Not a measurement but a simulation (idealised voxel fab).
process module | voxel released beams
cross-section cut | 195 nm wide | cells 5 nm
A cross-section is a grid of square cells, given in bands from the top down. A band is one or more rows of cells.
Each band's line starts with the height of the band's top and of its bottom, in nm. Then come its materials from left to right, each with its width in nm. One material with "throughout" fills the band from edge to edge. "air" is empty space.
Height 0 is the level under which the wafer as received is all one material. The lowest band goes on downwards, as in "0 down".
A width such as "30 to 40" changes by the same amount from each row of cells to the next, from the band's top row to its bottom row.
"no change" after a step means that no cell of the cross-section changed.
closed voids: empty space of 8 cells or more with no open way to the top, each as width x height at its distance from the left edge, in nm
after a step's settings: what the simulator itself notes on the step
overlay nm, on a step with a mask: how far to the right of its planned place the mask lay; to the left if negative
plan
1 op RECEIVE | material Si
2 op CONFORMAL_DEP | material SiN | thk nm 10
3 op DIRECTIONAL_DEP | material SiO2 | thk nm 20
4 op MASKED_ETCH | tone open | mask id ANCHOR | width nm 45 | etch materials SiO2 | depth nm 20 | overlay nm 0
5 op CONFORMAL_DEP | material TiN | thk nm 15
6 op PATTERN | tone cover | mask id BEAM | material resist | width nm 115 | thk nm 15 | overlay nm 0
7 op DIRECTIONAL_ETCH | etch materials TiN | depth nm 15
8 op STRIP | etch materials resist
9 op STRIP | etch materials SiO2
varied across the wafers: width nm of step 6. The plan shows the first wafer's value. All wafers start alike
first wafer as received, after step 1
  0 down: Si throughout
  closed voids: none
each wafer at the end: cells of each material gained (+) or lost (-) since it was received, then its closed voids
width nm 115 | +78 SiN | +93 TiN | closed voids: none
width nm 120 | +78 SiN | +96 TiN | closed voids: none
width nm 125 | +78 SiN | +99 TiN | closed voids: none
width nm 130 | +78 SiN | +102 TiN | closed voids: none
width nm 135 | +78 SiN | +105 TiN | closed voids: none
width nm 140 | +78 SiN | +108 TiN | closed voids: none
